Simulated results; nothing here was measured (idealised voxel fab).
Process module in this document: voxel trench capacitor
Section shown: cut. Width: 270 nm. Cell size: 5 nm, square.
Cross-section = grid of square cells, listed top down in bands; band = one or more rows.
Within each band entry, the heights of the top and of the bottom of the band appear first, in that order and in nm; the materials of the band then follow from left to right, each with its corresponding width in nm. The designation "edge to edge" on a single material indicates that it fills the band from edge to edge; the designation "empty" indicates empty space.
For the purposes of this specification, 0 denotes the height below which the wafer in its as-received condition is composed wholly of one material, and the lowermost band, lacking a lower limit, extends downward without end, as expressed in "0 and below".
A width given as "30->40" starts at the first number in the band's top row and ends at the second number in its bottom row, shifting by an equal amount at every step from row to row.
You'll sometimes find "no modifications" written for a step, and that's the way of saying that nowhere in the cross-section did a cell change during that step.
"Closed-off voids" means: voids of 8 cells or more that are shut off from the top with no open way through. Written width x height at distance, distance from the left edge, in nm.
That trailing text on a step's line, after the settings, is the simulator's own remark on the step.
overlay nm: mask right of planned place by this much (step with mask). Neg. = left.

## Steps in the process plan
1,RECEIVE [material Si]
2,CONFORMAL_DEP [material SiN] [thk nm 5]
3,PATTERN [tone open] [mask id TRENCH] [material resist] [width nm 25] [pitch nm 50] [thk nm 20] [overlay nm 0]
4,DIRECTIONAL_ETCH [etch materials SiN] [depth nm 5]
5,DIRECTIONAL_ETCH [etch materials Si] [depth nm 40]
6,STRIP [etch materials resist]
7,CONFORMAL_DEP [material SiO2] [thk nm 5]
8,FILL_DEP [material polySi] [thk nm 5]
9,CMP [height nm 5]

## The first wafer of two, processed as planned

## The cross-section here shows the wafer as received, i.e. in its state after step 1
	0 and below: Si edge to edge
	Closed-off voids: none

## Wafer xsec, post step 2
	5 down to 0: SiN edge to edge
	Below 0, no change.

## Wafer xsec, post step 3
	25 down to 5: resist 70, empty 25, resist 25, empty 25, resist 25, empty 25, resist 75
	Below 5, no change.

## Wafer xsec, post step 4
	25 down to 5: resist 70, empty 25, resist 25, empty 25, resist 25, empty 25, resist 75
	5 down to 0: SiN 70, empty 25, SiN 25, empty 25, SiN 25, empty 25, SiN 75
	Below 0, no change.

## Wafer xsec, post step 5
	25 down to 5: resist 70, empty 25, resist 25, empty 25, resist 25, empty 25, resist 75
	5 down to 0: SiN 70, empty 25, SiN 25, empty 25, SiN 25, empty 25, SiN 75
	0 down to -40: Si 70, empty 25, Si 25, empty 25, Si 25, empty 25, Si 75
	Below -40, no change.

## Wafer xsec, post step 6
	5 down to 0: SiN 70, empty 25, SiN 25, empty 25, SiN 25, empty 25, SiN 75
	Below 0, no change.

## Wafer xsec, post step 7
	10 down to 5: SiO2 75, empty 15, SiO2 35, empty 15, SiO2 35, empty 15, SiO2 80
	5 down to 0: SiN 70, SiO2 5, empty 15, SiO2 5, SiN 25, SiO2 5, empty 15, SiO2 5, SiN 25, SiO2 5, empty 15, SiO2 5, SiN 75
	0 down to -35: Si 70, SiO2 5, empty 15, SiO2 5, Si 25, SiO2 5, empty 15, SiO2 5, Si 25, SiO2 5, empty 15, SiO2 5, Si 75
	-35 down to -40: Si 70, SiO2 25, Si 25, SiO2 25, Si 25, SiO2 25, Si 75
	Below -40, no change.

## Wafer xsec, post step 8
	15 down to 10: polySi edge to edge
	10 down to 5: SiO2 75, polySi 15, SiO2 35, polySi 15, SiO2 35, polySi 15, SiO2 80
	5 down to 0: SiN 70, SiO2 5, polySi 15, SiO2 5, SiN 25, SiO2 5, polySi 15, SiO2 5, SiN 25, SiO2 5, polySi 15, SiO2 5, SiN 75
	0 down to -35: Si 70, SiO2 5, polySi 15, SiO2 5, Si 25, SiO2 5, polySi 15, SiO2 5, Si 25, SiO2 5, polySi 15, SiO2 5, Si 75
	Below -35, no change.

## Wafer xsec, post step 9
	5 down to 0: SiN 70, SiO2 5, polySi 15, SiO2 5, SiN 25, SiO2 5, polySi 15, SiO2 5, SiN 25, SiO2 5, polySi 15, SiO2 5, SiN 75
	Below 0, no change.

## Companion wafer, the second of two: same beginning, same intended sequence, one mistake in carrying it out; through step 4 inclusive it tracks the first exactly

## Cross-section: second wafer, time at which step 5 was scheduled to end
	25 down to 5: resist 70, empty 25, resist 25, empty 25, resist 25, empty 25, resist 75
	5 down to 0: SiN 70, empty 25, SiN 25, empty 25, SiN 25, empty 25, SiN 75
	0 down to -45: Si 70, empty 25, Si 25, empty 25, Si 25, empty 25, Si 75
	Below -45, no change.

## Cross-section: second wafer, time at which step 6 was scheduled to end
	5 down to 0: SiN 70, empty 25, SiN 25, empty 25, SiN 25, empty 25, SiN 75
	Below 0, no change.

## Cross-section: second wafer, time at which step 7 was scheduled to end
	10 down to 5: SiO2 75, empty 15, SiO2 35, empty 15, SiO2 35, empty 15, SiO2 80
	5 down to 0: SiN 70, SiO2 5, empty 15, SiO2 5, SiN 25, SiO2 5, empty 15, SiO2 5, SiN 25, SiO2 5, empty 15, SiO2 5, SiN 75
	0 down to -40: Si 70, SiO2 5, empty 15, SiO2 5, Si 25, SiO2 5, empty 15, SiO2 5, Si 25, SiO2 5, empty 15, SiO2 5, Si 75
	-40 down to -45: Si 70, SiO2 25, Si 25, SiO2 25, Si 25, SiO2 25, Si 75
	Below -45, no change.

## Cross-section: second wafer, time at which step 8 was scheduled to end
	15 down to 10: polySi edge to edge
	10 down to 5: SiO2 75, polySi 15, SiO2 35, polySi 15, SiO2 35, polySi 15, SiO2 80
	5 down to 0: SiN 70, SiO2 5, polySi 15, SiO2 5, SiN 25, SiO2 5, polySi 15, SiO2 5, SiN 25, SiO2 5, polySi 15, SiO2 5, SiN 75
	0 down to -40: Si 70, SiO2 5, polySi 15, SiO2 5, Si 25, SiO2 5, polySi 15, SiO2 5, Si 25, SiO2 5, polySi 15, SiO2 5, Si 75
	Below -40, no change.

## Cross-section: second wafer, time at which step 9 was scheduled to end
	5 down to 0: SiN 70, SiO2 5, polySi 15, SiO2 5, SiN 25, SiO2 5, polySi 15, SiO2 5, SiN 25, SiO2 5, polySi 15, SiO2 5, SiN 75
	Below 0, no change.
Plan not followed: step 5 did not happen as planned, as run it was DIRECTIONAL_ETCH [etch materials Si] [depth nm 45]
Count the cells at the end and the second wafer has more or fewer of some materials than the first: 15 fewer of Si; 6 more of SiO2; 9 more of polySi
